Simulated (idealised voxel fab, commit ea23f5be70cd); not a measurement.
Process module heading - voxel transistor to metal
Cross-section cut: width 170 nm, square cells of 5 nm.
Cross-section spec: square-cell grid; bands listed top down; each band is one or more rows. Look at the band entry: it leads with the top's height and the bottom's height in nm. Then it lists the materials left to right, with a width in nm for each. The word "edge to edge" on a single material says that material fills the band edge to edge. The word "air" is empty space. The level at which height equals 0 is the one under which the wafer, as it arrives, is entirely one material. No lower edge exists for the bottom band, which continues downward and is notated as in "top 0, no bottom". It should be noted that a width expressed as "30..40" varies in equal increments from row to row of cells within the band, taking the value of the first number at the top row and that of the second number at the bottom row. For the purposes of this document, the phrase "remained the same" attached to a step denotes that no cell within the cross-section was modified by that step. The label "Fully enclosed voids" introduces a list of the empty spaces, 8 cells or larger, that have no open way up to the top; each entry in it reads width x height at distance, where the distance is taken from the left edge and all three are stated in nm. Text after the settings on a step's line: the simulator's own remark on that step. "overlay nm" denotes, for a step that has a mask, the displacement of the mask to the right of its planned place, with negative values corresponding to the left.
Process steps - plan:
1. RECEIVE (material Si)
2. CONFORMAL_DEP (material SiO2; thk nm 5)
3. CONFORMAL_DEP (material SiN; thk nm 15)
4. MASKED_ETCH (tone cover; mask id ACTIVE; width nm 95; etch materials SiN; depth nm 15; overlay nm 0)
5. MASKED_ETCH (tone cover; mask id ACTIVE; width nm 95; etch materials SiO2; depth nm 5; overlay nm 0)
6. MASKED_ETCH (tone cover; mask id ACTIVE; width nm 95; etch materials Si; depth nm 20; overlay nm 0)
7. OXIDIZE (depth nm 5)
8. FILL_DEP (material SiO2; thk nm 15)
9. CMP (height nm 20)
10. SELECTIVE_ETCH (etch materials SiO2; depth nm 10)
11. STRIP (etch materials SiN)
12. SELECTIVE_ETCH (etch materials SiO2; depth nm 5)
13. OXIDIZE (depth nm 5)
14. DIRECTIONAL_DEP (material polySi; thk nm 30)
15. DIRECTIONAL_DEP (material SiCN; thk nm 10)
16. PATTERN (tone cover; mask id GATE; material resist; width nm 15; thk nm 20; overlay nm 0)
17. DIRECTIONAL_ETCH (etch materials SiCN; depth nm 20)
18. DIRECTIONAL_ETCH (etch materials polySi; depth nm 40)
19. STRIP (etch materials resist)
20. CONFORMAL_DEP (material SiN; thk nm 10)
21. DIRECTIONAL_ETCH (etch materials SiN; depth nm 10)
22. DIRECTIONAL_ETCH (etch materials SiO2; depth nm 5)
23. DIRECTIONAL_ETCH (etch materials Si; depth nm 5)
24. EPI (material pSi; thk nm 10)
25. FILL_DEP (material SiO2; thk nm 5)
26. CMP (height nm 40)
27. DIRECTIONAL_DEP (material SiO2; thk nm 15)
28. MASKED_ETCH (tone open; mask id CONTACT; width nm 15; pitch nm 60; etch materials SiO2; depth nm 55; overlay nm 0)
29. CONFORMAL_DEP (material TiN; thk nm 5)
30. FILL_DEP (material Ru; thk nm 10)
31. CMP (height nm 55)
32. CONFORMAL_DEP (material SiN; thk nm 5)
33. DIRECTIONAL_DEP (material SiO2; thk nm 25)
34. PATTERN (tone open; mask id METAL_1; material resist; width nm 15; pitch nm 60; thk nm 15; overlay nm 0)
35. DIRECTIONAL_ETCH (etch materials SiO2; depth nm 25)
36. DIRECTIONAL_ETCH (etch materials SiN; depth nm 5)
37. STRIP (etch materials resist)
38. CONFORMAL_DEP (material TiN; thk nm 5)
39. FILL_DEP (material Cu; thk nm 5)
40. CMP (height nm 85)
41. CONFORMAL_DEP (material SiCN; thk nm 5)
First of two wafers: run as planned:
As-received wafer cross-section (after step 1):
  top 0, no bottom | Si edge to edge
  Fully enclosed voids: none
So this is the wafer cross-section right after step 2:
  top 5, bottom 0 | SiO2 edge to edge
  All layers under 0 are left as they were.
So this is the wafer cross-section right after step 3:
  top 20, bottom 5 | SiN edge to edge
  All layers under 5 are left as they were.
So this is the wafer cross-section right after step 4:
  top 20, bottom 5 | 35 nm air / 95 nm SiN / 40 nm air
  All layers under 5 are left as they were.
So this is the wafer cross-section right after step 5:
  top 20, bottom 5 | 35 nm air / 95 nm SiN / 40 nm air
  top 5, bottom 0 | 35 nm air / 95 nm SiO2 / 40 nm air
  All layers under 0 are left as they were.
So this is the wafer cross-section right after step 6:
  top 20, bottom 5 | 35 nm air / 95 nm SiN / 40 nm air
  top 5, bottom 0 | 35 nm air / 95 nm SiO2 / 40 nm air
  top 0, bottom -20 | 35 nm air / 95 nm Si / 40 nm air
  All layers under -20 are left as they were.
So this is the wafer cross-section right after step 7:
  top 20, bottom 5 | 35 nm air / 95 nm SiN / 40 nm air
  top 5, bottom 0 | 35 nm air / 95 nm SiO2 / 40 nm air
  top 0, bottom -20 | 35 nm air / 5 nm SiO2 / 85 nm Si / 5 nm SiO2 / 40 nm air
  top -20, bottom -25 | 40 nm SiO2 / 85 nm Si / 45 nm SiO2
  All layers under -25 are left as they were.
So this is the wafer cross-section right after step 8:
  top 35, bottom 20 | SiO2 edge to edge
  top 20, bottom 5 | 35 nm SiO2 / 95 nm SiN / 40 nm SiO2
  top 5, bottom 0 | SiO2 edge to edge
  top 0, bottom -25 | 40 nm SiO2 / 85 nm Si / 45 nm SiO2
  All layers under -25 are left as they were.
So this is the wafer cross-section right after step 9:
  top 20, bottom 5 | 35 nm SiO2 / 95 nm SiN / 40 nm SiO2
  All layers under 5 are left as they were.
So this is the wafer cross-section right after step 10:
  top 20, bottom 10 | 35 nm air / 95 nm SiN / 40 nm air
  All layers under 10 are left as they were.
So this is the wafer cross-section right after step 11:
  top 10, bottom 5 | 35 nm SiO2 / 95 nm air / 40 nm SiO2
  All layers under 5 are left as they were.
So this is the wafer cross-section right after step 12:
  top 5, bottom 0 | 30 nm SiO2 / 105 nm air / 35 nm SiO2
  All layers under 0 are left as they were.
So this is the wafer cross-section right after step 13:
  top 5, bottom 0 | 30 nm SiO2 / 105 nm air / 35 nm SiO2
  top 0, bottom -5 | SiO2 edge to edge
  All layers under -5 are left as they were.
So this is the wafer cross-section right after step 14:
  top 35, bottom 30 | 30 nm polySi / 105 nm air / 35 nm polySi
  top 30, bottom 5 | polySi edge to edge
  top 5, bottom 0 | 30 nm SiO2 / 105 nm polySi / 35 nm SiO2
  All layers under 0 are left as they were.
So this is the wafer cross-section right after step 15:
  top 45, bottom 40 | 30 nm SiCN / 105 nm air / 35 nm SiCN
  top 40, bottom 35 | SiCN edge to edge
  top 35, bottom 30 | 30 nm polySi / 105 nm SiCN / 35 nm polySi
  All layers under 30 are left as they were.
So this is the wafer cross-section right after step 16:
  top 65, bottom 45 | 75 nm air / 15 nm resist / 80 nm air
  top 45, bottom 40 | 30 nm SiCN / 45 nm air / 15 nm resist / 45 nm air / 35 nm SiCN
  All layers under 40 are left as they were.
So this is the wafer cross-section right after step 17:
  top 65, bottom 40 | 75 nm air / 15 nm resist / 80 nm air
  top 40, bottom 35 | 75 nm air / 15 nm SiCN / 80 nm air
  top 35, bottom 30 | 30 nm polySi / 45 nm air / 15 nm SiCN / 45 nm air / 35 nm polySi
  All layers under 30 are left as they were.
So this is the wafer cross-section right after step 18:
  top 65, bottom 40 | 75 nm air / 15 nm resist / 80 nm air
  top 40, bottom 30 | 75 nm air / 15 nm SiCN / 80 nm air
  top 30, bottom 5 | 75 nm air / 15 nm polySi / 80 nm air
  top 5, bottom 0 | 30 nm SiO2 / 45 nm air / 15 nm polySi / 45 nm air / 35 nm SiO2
  All layers under 0 are left as they were.
So this is the wafer cross-section right after step 19:
  top 40, bottom 30 | 75 nm air / 15 nm SiCN / 80 nm air
  All layers under 30 are left as they were.
So this is the wafer cross-section right after step 20:
  top 50, bottom 40 | 65 nm air / 35 nm SiN / 70 nm air
  top 40, bottom 30 | 65 nm air / 10 nm SiN / 15 nm SiCN / 10 nm SiN / 70 nm air
  top 30, bottom 15 | 65 nm air / 10 nm SiN / 15 nm polySi / 10 nm SiN / 70 nm air
  top 15, bottom 10 | 40 nm SiN / 25 nm air / 10 nm SiN / 15 nm polySi / 10 nm SiN / 25 nm air / 45 nm SiN
  top 10, bottom 5 | 75 nm SiN / 15 nm polySi / 80 nm SiN
  top 5, bottom 0 | 30 nm SiO2 / 45 nm SiN / 15 nm polySi / 45 nm SiN / 35 nm SiO2
  All layers under 0 are left as they were.
So this is the wafer cross-section right after step 21:
  top 40, bottom 30 | 65 nm air / 10 nm SiN / 15 nm SiCN / 10 nm SiN / 70 nm air
  top 30, bottom 5 | 65 nm air / 10 nm SiN / 15 nm polySi / 10 nm SiN / 70 nm air
  top 5, bottom 0 | 30 nm SiO2 / 10 nm SiN / 25 nm air / 10 nm SiN / 15 nm polySi / 10 nm SiN / 25 nm air / 10 nm SiN / 35 nm SiO2
  All layers under 0 are left as they were.
So this is the wafer cross-section right after step 22:
  top 40, bottom 30 | 65 nm air / 10 nm SiN / 15 nm SiCN / 10 nm SiN / 70 nm air
  top 30, bottom 5 | 65 nm air / 10 nm SiN / 15 nm polySi / 10 nm SiN / 70 nm air
  top 5, bottom 0 | 30 nm air / 10 nm SiN / 25 nm air / 10 nm SiN / 15 nm polySi / 10 nm SiN / 25 nm air / 10 nm SiN / 35 nm air
  top 0, bottom -5 | 40 nm SiO2 / 25 nm air / 35 nm SiO2 / 25 nm air / 45 nm SiO2
  All layers under -5 are left as they were.
So this is the wafer cross-section right after step 23:
  top 40, bottom 30 | 65 nm air / 10 nm SiN / 15 nm SiCN / 10 nm SiN / 70 nm air
  top 30, bottom 5 | 65 nm air / 10 nm SiN / 15 nm polySi / 10 nm SiN / 70 nm air
  top 5, bottom 0 | 30 nm air / 10 nm SiN / 25 nm air / 10 nm SiN / 15 nm polySi / 10 nm SiN / 25 nm air / 10 nm SiN / 35 nm air
  top 0, bottom -5 | 40 nm SiO2 / 25 nm air / 35 nm SiO2 / 25 nm air / 45 nm SiO2
  top -5, bottom -10 | 40 nm SiO2 / 25 nm air / 35 nm Si / 25 nm air / 45 nm SiO2
  All layers under -10 are left as they were.
So this is the wafer cross-section right after step 24:
  top 40, bottom 30 | 65 nm air / 10 nm SiN / 15 nm SiCN / 10 nm SiN / 70 nm air
  top 30, bottom 5 | 65 nm air / 10 nm SiN / 15 nm polySi / 10 nm SiN / 70 nm air
  top 5, bottom 0 | 30 nm air / 10 nm SiN / 15 nm air / 10 nm pSi / 10 nm SiN / 15 nm polySi / 10 nm SiN / 10 nm pSi / 15 nm air / 10 nm SiN / 35 nm air
  top 0, bottom -5 | 40 nm SiO2 / 25 nm pSi / 35 nm SiO2 / 25 nm pSi / 45 nm SiO2
  top -5, bottom -10 | 40 nm SiO2 / 25 nm pSi / 35 nm Si / 25 nm pSi / 45 nm SiO2
  All layers under -10 are left as they were.
So this is the wafer cross-section right after step 25:
  top 45, bottom 40 | SiO2 edge to edge
  top 40, bottom 30 | 65 nm SiO2 / 10 nm SiN / 15 nm SiCN / 10 nm SiN / 70 nm SiO2
  top 30, bottom 5 | 65 nm SiO2 / 10 nm SiN / 15 nm polySi / 10 nm SiN / 70 nm SiO2
  top 5, bottom 0 | 30 nm SiO2 / 10 nm SiN / 15 nm SiO2 / 10 nm pSi / 10 nm SiN / 15 nm polySi / 10 nm SiN / 10 nm pSi / 15 nm SiO2 / 10 nm SiN / 35 nm SiO2
  All layers under 0 are left as they were.
So this is the wafer cross-section right after step 26:
  top 40, bottom 30 | 65 nm SiO2 / 10 nm SiN / 15 nm SiCN / 10 nm SiN / 70 nm SiO2
  All layers under 30 are left as they were.
So this is the wafer cross-section right after step 27:
  top 55, bottom 40 | SiO2 edge to edge
  All layers under 40 are left as they were.
So this is the wafer cross-section right after step 28:
  top 55, bottom 40 | 45 nm SiO2 / 15 nm air / 45 nm SiO2 / 15 nm air / 50 nm SiO2
  top 40, bottom 30 | 45 nm SiO2 / 15 nm air / 5 nm SiO2 / 10 nm SiN / 15 nm SiCN / 10 nm SiN / 5 nm SiO2 / 15 nm air / 50 nm SiO2
  top 30, bottom 5 | 45 nm SiO2 / 15 nm air / 5 nm SiO2 / 10 nm SiN / 15 nm polySi / 10 nm SiN / 5 nm SiO2 / 15 nm air / 50 nm SiO2
  top 5, bottom 0 | 30 nm SiO2 / 10 nm SiN / 5 nm SiO2 / 10 nm air / 10 nm pSi / 10 nm SiN / 15 nm polySi / 10 nm SiN / 10 nm pSi / 10 nm air / 5 nm SiO2 / 10 nm SiN / 35 nm SiO2
  All layers under 0 are left as they were.
So this is the wafer cross-section right after step 29:
  top 60, bottom 55 | 50 nm TiN / 5 nm air / 55 nm TiN / 5 nm air / 55 nm TiN
  top 55, bottom 40 | 45 nm SiO2 / 5 nm TiN / 5 nm air / 5 nm TiN / 45 nm SiO2 / 5 nm TiN / 5 nm air / 5 nm TiN / 50 nm SiO2
  top 40, bottom 30 | 45 nm SiO2 / 5 nm TiN / 5 nm air / 5 nm TiN / 5 nm SiO2 / 10 nm SiN / 15 nm SiCN / 10 nm SiN / 5 nm SiO2 / 5 nm TiN / 5 nm air / 5 nm TiN / 50 nm SiO2
  top 30, bottom 10 | 45 nm SiO2 / 5 nm TiN / 5 nm air / 5 nm TiN / 5 nm SiO2 / 10 nm SiN / 15 nm polySi / 10 nm SiN / 5 nm SiO2 / 5 nm TiN / 5 nm air / 5 nm TiN / 50 nm SiO2
  top 10, bottom 5 | 45 nm SiO2 / 15 nm TiN / 5 nm SiO2 / 10 nm SiN / 15 nm polySi / 10 nm SiN / 5 nm SiO2 / 15 nm TiN / 50 nm SiO2
  top 5, bottom 0 | 30 nm SiO2 / 10 nm SiN / 5 nm SiO2 / 10 nm TiN / 10 nm pSi / 10 nm SiN / 15 nm polySi / 10 nm SiN / 10 nm pSi / 10 nm TiN / 5 nm SiO2 / 10 nm SiN / 35 nm SiO2
  All layers under 0 are left as they were.
So this is the wafer cross-section right after step 30:
  top 70, bottom 60 | Ru edge to edge
  top 60, bottom 55 | 50 nm TiN / 5 nm Ru / 55 nm TiN / 5 nm Ru / 55 nm TiN
  top 55, bottom 40 | 45 nm SiO2 / 5 nm TiN / 5 nm Ru / 5 nm TiN / 45 nm SiO2 / 5 nm TiN / 5 nm Ru / 5 nm TiN / 50 nm SiO2
  top 40, bottom 30 | 45 nm SiO2 / 5 nm TiN / 5 nm Ru / 5 nm TiN / 5 nm SiO2 / 10 nm SiN / 15 nm SiCN / 10 nm SiN / 5 nm SiO2 / 5 nm TiN / 5 nm Ru / 5 nm TiN / 50 nm SiO2
  top 30, bottom 10 | 45 nm SiO2 / 5 nm TiN / 5 nm Ru / 5 nm TiN / 5 nm SiO2 / 10 nm SiN / 15 nm polySi / 10 nm SiN / 5 nm SiO2 / 5 nm TiN / 5 nm Ru / 5 nm TiN / 50 nm SiO2
  All layers under 10 are left as they were.
So this is the wafer cross-section right after step 31:
  top 55, bottom 40 | 45 nm SiO2 / 5 nm TiN / 5 nm Ru / 5 nm TiN / 45 nm SiO2 / 5 nm TiN / 5 nm Ru / 5 nm TiN / 50 nm SiO2
  All layers under 40 are left as they were.
So this is the wafer cross-section right after step 32:
  top 60, bottom 55 | SiN edge to edge
  All layers under 55 are left as they were.
So this is the wafer cross-section right after step 33:
  top 85, bottom 60 | SiO2 edge to edge
  All layers under 60 are left as they were.
So this is the wafer cross-section right after step 34:
  top 100, bottom 85 | 45 nm resist / 15 nm air / 45 nm resist / 15 nm air / 50 nm resist
  All layers under 85 are left as they were.
So this is the wafer cross-section right after step 35:
  top 100, bottom 85 | 45 nm resist / 15 nm air / 45 nm resist / 15 nm air / 50 nm resist
  top 85, bottom 60 | 45 nm SiO2 / 15 nm air / 45 nm SiO2 / 15 nm air / 50 nm SiO2
  All layers under 60 are left as they were.
So this is the wafer cross-section right after step 36:
  top 100, bottom 85 | 45 nm resist / 15 nm air / 45 nm resist / 15 nm air / 50 nm resist
  top 85, bottom 60 | 45 nm SiO2 / 15 nm air / 45 nm SiO2 / 15 nm air / 50 nm SiO2
  top 60, bottom 55 | 45 nm SiN / 15 nm air / 45 nm SiN / 15 nm air / 50 nm SiN
  All layers under 55 are left as they were.
So this is the wafer cross-section right after step 37:
  top 85, bottom 60 | 45 nm SiO2 / 15 nm air / 45 nm SiO2 / 15 nm air / 50 nm SiO2
  All layers under 60 are left as they were.
So this is the wafer cross-section right after step 38:
  top 90, bottom 85 | 50 nm TiN / 5 nm air / 55 nm TiN / 5 nm air / 55 nm TiN
  top 85, bottom 60 | 45 nm SiO2 / 5 nm TiN / 5 nm air / 5 nm TiN / 45 nm SiO2 / 5 nm TiN / 5 nm air / 5 nm TiN / 50 nm SiO2
  top 60, bottom 55 | 45 nm SiN / 15 nm TiN / 45 nm SiN / 15 nm TiN / 50 nm SiN
  All layers under 55 are left as they were.
So this is the wafer cross-section right after step 39:
  top 95, bottom 90 | Cu edge to edge
  top 90, bottom 85 | 50 nm TiN / 5 nm Cu / 55 nm TiN / 5 nm Cu / 55 nm TiN
  top 85, bottom 60 | 45 nm SiO2 / 5 nm TiN / 5 nm Cu / 5 nm TiN / 45 nm SiO2 / 5 nm TiN / 5 nm Cu / 5 nm TiN / 50 nm SiO2
  All layers under 60 are left as they were.
So this is the wafer cross-section right after step 40:
  top 85, bottom 60 | 45 nm SiO2 / 5 nm TiN / 5 nm Cu / 5 nm TiN / 45 nm SiO2 / 5 nm TiN / 5 nm Cu / 5 nm TiN / 50 nm SiO2
  All layers under 60 are left as they were.
So this is the wafer cross-section right after step 41:
  top 90, bottom 85 | SiCN edge to edge
  All layers under 85 are left as they were.
Now the other wafer: same start, same recipe, but we messed up one thing when running it. Up to and including step 22 it's the same as the first one:
Planned end of step 23: second wafer, cross-section:
  top 40, bottom 30 | 65 nm air / 10 nm SiN / 15 nm SiCN / 10 nm SiN / 70 nm air
  top 30, bottom 5 | 65 nm air / 10 nm SiN / 15 nm polySi / 10 nm SiN / 70 nm air
  top 5, bottom 0 | 30 nm air / 10 nm SiN / 25 nm air / 10 nm SiN / 15 nm polySi / 10 nm SiN / 25 nm air / 10 nm SiN / 35 nm air
  top 0, bottom -5 | 40 nm SiO2 / 25 nm air / 35 nm SiO2 / 25 nm air / 45 nm SiO2
  top -5, bottom -20 | 40 nm SiO2 / 25 nm air / 35 nm Si / 25 nm air / 45 nm SiO2
  All layers under -20 are left as they were.
Planned end of step 24: second wafer, cross-section:
  top 40, bottom 30 | 65 nm air / 10 nm SiN / 15 nm SiCN / 10 nm SiN / 70 nm air
  top 30, bottom 5 | 65 nm air / 10 nm SiN / 15 nm polySi / 10 nm SiN / 70 nm air
  top 5, bottom 0 | 30 nm air / 10 nm SiN / 15 nm air / 10 nm pSi / 10 nm SiN / 15 nm polySi / 10 nm SiN / 10 nm pSi / 15 nm air / 10 nm SiN / 35 nm air
  top 0, bottom -5 | 40 nm SiO2 / 15 nm air / 10 nm pSi / 35 nm SiO2 / 10 nm pSi / 15 nm air / 45 nm SiO2
  top -5, bottom -10 | 40 nm SiO2 / 15 nm air / 10 nm pSi / 35 nm Si / 10 nm pSi / 15 nm air / 45 nm SiO2
  top -10, bottom -20 | 40 nm SiO2 / 25 nm pSi / 35 nm Si / 25 nm pSi / 45 nm SiO2
  All layers under -20 are left as they were.
Planned end of step 25: second wafer, cross-section:
  top 45, bottom 40 | SiO2 edge to edge
  top 40, bottom 30 | 65 nm SiO2 / 10 nm SiN / 15 nm SiCN / 10 nm SiN / 70 nm SiO2
  top 30, bottom 5 | 65 nm SiO2 / 10 nm SiN / 15 nm polySi / 10 nm SiN / 70 nm SiO2
  top 5, bottom 0 | 30 nm SiO2 / 10 nm SiN / 15 nm SiO2 / 10 nm pSi / 10 nm SiN / 15 nm polySi / 10 nm SiN / 10 nm pSi / 15 nm SiO2 / 10 nm SiN / 35 nm SiO2
  top 0, bottom -5 | 55 nm SiO2 / 10 nm pSi / 35 nm SiO2 / 10 nm pSi / 60 nm SiO2
  top -5, bottom -10 | 55 nm SiO2 / 10 nm pSi / 35 nm Si / 10 nm pSi / 60 nm SiO2
  All layers under -10 are left as they were.
Planned end of step 26: second wafer, cross-section:
  top 40, bottom 30 | 65 nm SiO2 / 10 nm SiN / 15 nm SiCN / 10 nm SiN / 70 nm SiO2
  All layers under 30 are left as they were.
Planned end of step 27: second wafer, cross-section:
  top 55, bottom 40 | SiO2 edge to edge
  All layers under 40 are left as they were.
Planned end of step 28: second wafer, cross-section:
  top 55, bottom 40 | 45 nm SiO2 / 15 nm air / 45 nm SiO2 / 15 nm air / 50 nm SiO2
  top 40, bottom 30 | 45 nm SiO2 / 15 nm air / 5 nm SiO2 / 10 nm SiN / 15 nm SiCN / 10 nm SiN / 5 nm SiO2 / 15 nm air / 50 nm SiO2
  top 30, bottom 5 | 45 nm SiO2 / 15 nm air / 5 nm SiO2 / 10 nm SiN / 15 nm polySi / 10 nm SiN / 5 nm SiO2 / 15 nm air / 50 nm SiO2
  top 5, bottom 0 | 30 nm SiO2 / 10 nm SiN / 5 nm SiO2 / 10 nm air / 10 nm pSi / 10 nm SiN / 15 nm polySi / 10 nm SiN / 10 nm pSi / 10 nm air / 5 nm SiO2 / 10 nm SiN / 35 nm SiO2
  All layers under 0 are left as they were.
Planned end of step 29: second wafer, cross-section:
  top 60, bottom 55 | 50 nm TiN / 5 nm air / 55 nm TiN / 5 nm air / 55 nm TiN
  top 55, bottom 40 | 45 nm SiO2 / 5 nm TiN / 5 nm air / 5 nm TiN / 45 nm SiO2 / 5 nm TiN / 5 nm air / 5 nm TiN / 50 nm SiO2
  top 40, bottom 30 | 45 nm SiO2 / 5 nm TiN / 5 nm air / 5 nm TiN / 5 nm SiO2 / 10 nm SiN / 15 nm SiCN / 10 nm SiN / 5 nm SiO2 / 5 nm TiN / 5 nm air / 5 nm TiN / 50 nm SiO2
  top 30, bottom 10 | 45 nm SiO2 / 5 nm TiN / 5 nm air / 5 nm TiN / 5 nm SiO2 / 10 nm SiN / 15 nm polySi / 10 nm SiN / 5 nm SiO2 / 5 nm TiN / 5 nm air / 5 nm TiN / 50 nm SiO2
  top 10, bottom 5 | 45 nm SiO2 / 15 nm TiN / 5 nm SiO2 / 10 nm SiN / 15 nm polySi / 10 nm SiN / 5 nm SiO2 / 15 nm TiN / 50 nm SiO2
  top 5, bottom 0 | 30 nm SiO2 / 10 nm SiN / 5 nm SiO2 / 10 nm TiN / 10 nm pSi / 10 nm SiN / 15 nm polySi / 10 nm SiN / 10 nm pSi / 10 nm TiN / 5 nm SiO2 / 10 nm SiN / 35 nm SiO2
  All layers under 0 are left as they were.
Planned end of step 30: second wafer, cross-section:
  top 70, bottom 60 | Ru edge to edge
  top 60, bottom 55 | 50 nm TiN / 5 nm Ru / 55 nm TiN / 5 nm Ru / 55 nm TiN
  top 55, bottom 40 | 45 nm SiO2 / 5 nm TiN / 5 nm Ru / 5 nm TiN / 45 nm SiO2 / 5 nm TiN / 5 nm Ru / 5 nm TiN / 50 nm SiO2
  top 40, bottom 30 | 45 nm SiO2 / 5 nm TiN / 5 nm Ru / 5 nm TiN / 5 nm SiO2 / 10 nm SiN / 15 nm SiCN / 10 nm SiN / 5 nm SiO2 / 5 nm TiN / 5 nm Ru / 5 nm TiN / 50 nm SiO2
  top 30, bottom 10 | 45 nm SiO2 / 5 nm TiN / 5 nm Ru / 5 nm TiN / 5 nm SiO2 / 10 nm SiN / 15 nm polySi / 10 nm SiN / 5 nm SiO2 / 5 nm TiN / 5 nm Ru / 5 nm TiN / 50 nm SiO2
  All layers under 10 are left as they were.
Planned end of step 31: second wafer, cross-section:
  top 55, bottom 40 | 45 nm SiO2 / 5 nm TiN / 5 nm Ru / 5 nm TiN / 45 nm SiO2 / 5 nm TiN / 5 nm Ru / 5 nm TiN / 50 nm SiO2
  All layers under 40 are left as they were.
Planned end of step 32: second wafer, cross-section:
  top 60, bottom 55 | SiN edge to edge
  All layers under 55 are left as they were.
Planned end of step 33: second wafer, cross-section:
  top 85, bottom 60 | SiO2 edge to edge
  All layers under 60 are left as they were.
Planned end of step 34: second wafer, cross-section:
  top 100, bottom 85 | 45 nm resist / 15 nm air / 45 nm resist / 15 nm air / 50 nm resist
  All layers under 85 are left as they were.
Planned end of step 35: second wafer, cross-section:
  top 100, bottom 85 | 45 nm resist / 15 nm air / 45 nm resist / 15 nm air / 50 nm resist
  top 85, bottom 60 | 45 nm SiO2 / 15 nm air / 45 nm SiO2 / 15 nm air / 50 nm SiO2
  All layers under 60 are left as they were.
Planned end of step 36: second wafer, cross-section:
  top 100, bottom 85 | 45 nm resist / 15 nm air / 45 nm resist / 15 nm air / 50 nm resist
  top 85, bottom 60 | 45 nm SiO2 / 15 nm air / 45 nm SiO2 / 15 nm air / 50 nm SiO2
  top 60, bottom 55 | 45 nm SiN / 15 nm air / 45 nm SiN / 15 nm air / 50 nm SiN
  All layers under 55 are left as they were.
Planned end of step 37: second wafer, cross-section:
  top 85, bottom 60 | 45 nm SiO2 / 15 nm air / 45 nm SiO2 / 15 nm air / 50 nm SiO2
  All layers under 60 are left as they were.
Planned end of step 38: second wafer, cross-section:
  top 90, bottom 85 | 50 nm TiN / 5 nm air / 55 nm TiN / 5 nm air / 55 nm TiN
  top 85, bottom 60 | 45 nm SiO2 / 5 nm TiN / 5 nm air / 5 nm TiN / 45 nm SiO2 / 5 nm TiN / 5 nm air / 5 nm TiN / 50 nm SiO2
  top 60, bottom 55 | 45 nm SiN / 15 nm TiN / 45 nm SiN / 15 nm TiN / 50 nm SiN
  All layers under 55 are left as they were.
Planned end of step 39: second wafer, cross-section:
  top 95, bottom 90 | Cu edge to edge
  top 90, bottom 85 | 50 nm TiN / 5 nm Cu / 55 nm TiN / 5 nm Cu / 55 nm TiN
  top 85, bottom 60 | 45 nm SiO2 / 5 nm TiN / 5 nm Cu / 5 nm TiN / 45 nm SiO2 / 5 nm TiN / 5 nm Cu / 5 nm TiN / 50 nm SiO2
  All layers under 60 are left as they were.
Planned end of step 40: second wafer, cross-section:
  top 85, bottom 60 | 45 nm SiO2 / 5 nm TiN / 5 nm Cu / 5 nm TiN / 45 nm SiO2 / 5 nm TiN / 5 nm Cu / 5 nm TiN / 50 nm SiO2
  All layers under 60 are left as they were.
Planned end of step 41: second wafer, cross-section:
  top 90, bottom 85 | SiCN edge to edge
  All layers under 85 are left as they were.
Deviation noted in wafer processing: step 23: run off-plan, actual operation and settings DIRECTIONAL_ETCH (etch materials Si; depth nm 15)
Cell-count delta at end, second wafer over first, by material: Si -20; SiO2 +12; pSi +8
